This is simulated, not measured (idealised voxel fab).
process module | voxel self aligned contacts
cross-section cut | 240 nm wide | cells 5 nm
A cross-section is a grid of square cells, given in bands from the top down. A band is one or more rows of cells.
Each band's line starts with the height of the band's top and of its bottom, in nm. Then come its materials from left to right, each with its width in nm. One material with "throughout" fills the band from edge to edge. "air" is empty space.
Height 0 is the level under which the wafer as received is all one material. The lowest band goes on downwards, as in "0 down".
A width such as "30 to 40" changes by the same amount from each row of cells to the next, from the band's top row to its bottom row.
"no change" after a step means that no cell of the cross-section changed.
closed voids: empty space of 8 cells or more with no open way to the top, each as width x height at its distance from the left edge, in nm
after a step's settings: what the simulator itself notes on the step
overlay nm, on a step with a mask: how far to the right of its planned place the mask lay; to the left if negative
plan
1 op RECEIVE | material Si
2 op OXIDIZE | depth nm 5
3 op DIRECTIONAL_DEP | material polySi | thk nm 20
4 op DIRECTIONAL_DEP | material SiN | thk nm 15
5 op PATTERN | tone cover | mask id GATE | material resist | width nm 30 | pitch nm 60 | thk nm 20 | overlay nm 0
6 op DIRECTIONAL_ETCH | etch materials SiN | depth nm 15
7 op DIRECTIONAL_ETCH | etch materials polySi | depth nm 20
8 op STRIP | etch materials resist
9 op CONFORMAL_DEP | material SiN | thk nm 5
10 op DIRECTIONAL_ETCH | etch materials SiN | depth nm 5
11 op FILL_DEP | material SiO2 | thk nm 15
12 op CMP | height nm 40
13 op PATTERN | tone open | mask id CONTACT | material resist | width nm 40 | thk nm 15 | overlay nm 0
14 op DIRECTIONAL_ETCH | etch materials SiO2 | depth nm 45
15 op STRIP | etch materials resist
16 op CONFORMAL_DEP | material TiN | thk nm 5
17 op FILL_DEP | material Ru | thk nm 5
18 op CMP | height nm 40
19 op CONFORMAL_DEP | material SiCN | thk nm 5
as received, after step 1
  0 down: Si throughout
  closed voids: none
a wafer at the end: this start, this plan, one mistake
  45 to 40: SiCN throughout
  40 to 25: SiO2 100 | TiN 5 | Ru 30 | TiN 5 | SiO2 100
  25 to 20: SiO2 100 | TiN 40 | SiO2 100
  20 to 0: polySi throughout
  0 to -5: SiO2 throughout
  -5 down: Si throughout
  closed voids: none
what went wrong: step 4 ran as: op DIRECTIONAL_DEP | material SiO2 | thk nm 15
